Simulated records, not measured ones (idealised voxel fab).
process module | voxel tone inversion
cross-section cut | 200 nm wide | cells 5 nm
A cross-section is a grid of square cells, given in bands from the top down. A band is one or more rows of cells.
Each band's line starts with the height of the band's top and of its bottom, in nm. Then come its materials from left to right, each with its width in nm. One material with "throughout" fills the band from edge to edge. "air" is empty space.
Height 0 is the level under which the wafer as received is all one material. The lowest band goes on downwards, as in "0 down".
A width such as "30 to 40" changes by the same amount from each row of cells to the next, from the band's top row to its bottom row.
"no change" after a step means that no cell of the cross-section changed.
closed voids: empty space of 8 cells or more with no open way to the top, each as width x height at its distance from the left edge, in nm
after a step's settings: what the simulator itself notes on the step
overlay nm, on a step with a mask: how far to the right of its planned place the mask lay; to the left if negative
plan
1 op RECEIVE | material Si
2 op CONFORMAL_DEP | material SiCN | thk nm 5
3 op DIRECTIONAL_DEP | material polySi | thk nm 25
4 op PATTERN | tone cover | mask id POSTS | material resist | width nm 25 | pitch nm 45 | thk nm 30 | overlay nm -15
5 op DIRECTIONAL_ETCH | etch materials polySi | depth nm 25
6 op STRIP | etch materials resist
7 op FILL_DEP | material lowk | thk nm 10
8 op CMP | height nm 30
9 op STRIP | etch materials polySi
10 op CONFORMAL_DEP | material TiN | thk nm 5
11 op FILL_DEP | material Cu | thk nm 10
12 op CMP | height nm 30
13 op CONFORMAL_DEP | material SiN | thk nm 5
varied across the wafers: overlay nm of step 4. The plan shows the first wafer's value. All wafers start alike
first wafer as received, after step 1
  0 down: Si throughout
  closed voids: none
first wafer at the end, after step 13
  35 to 30: SiN throughout
  30 to 10: lowk 25 | TiN 5 | Cu 15 | TiN 5 | lowk 20 | TiN 5 | Cu 15 | TiN 5 | lowk 20 | TiN 5 | Cu 15 | TiN 5 | lowk 60
  10 to 5: lowk 25 | TiN 25 | lowk 20 | TiN 25 | lowk 20 | TiN 25 | lowk 60
  5 to 0: SiCN throughout
  0 down: Si throughout
  closed voids: none
last wafer at the end
  35 to 30: SiN throughout
  30 to 10: lowk 55 | TiN 5 | Cu 15 | TiN 5 | lowk 20 | TiN 5 | Cu 15 | TiN 5 | lowk 20 | TiN 5 | Cu 15 | TiN 5 | lowk 30
  10 to 5: lowk 55 | TiN 25 | lowk 20 | TiN 25 | lowk 20 | TiN 25 | lowk 30
  5 to 0: SiCN throughout
  0 down: Si throughout
  closed voids: none
each wafer at the end: cells of each material gained (+) or lost (-) since it was received, then its closed voids
overlay nm -15 | +36 Cu | +40 SiCN | +40 SiN | +39 TiN | +125 lowk | closed voids: none
overlay nm -10 | +36 Cu | +40 SiCN | +40 SiN | +39 TiN | +125 lowk | closed voids: none
overlay nm -5 | +36 Cu | +40 SiCN | +40 SiN | +39 TiN | +125 lowk | closed voids: none
overlay nm 0 | +36 Cu | +40 SiCN | +40 SiN | +39 TiN | +125 lowk | closed voids: none
overlay nm 5 | +36 Cu | +40 SiCN | +40 SiN | +39 TiN | +125 lowk | closed voids: none
overlay nm 10 | +36 Cu | +40 SiCN | +40 SiN | +39 TiN | +125 lowk | closed voids: none
overlay nm 15 | +36 Cu | +40 SiCN | +40 SiN | +39 TiN | +125 lowk | closed voids: none
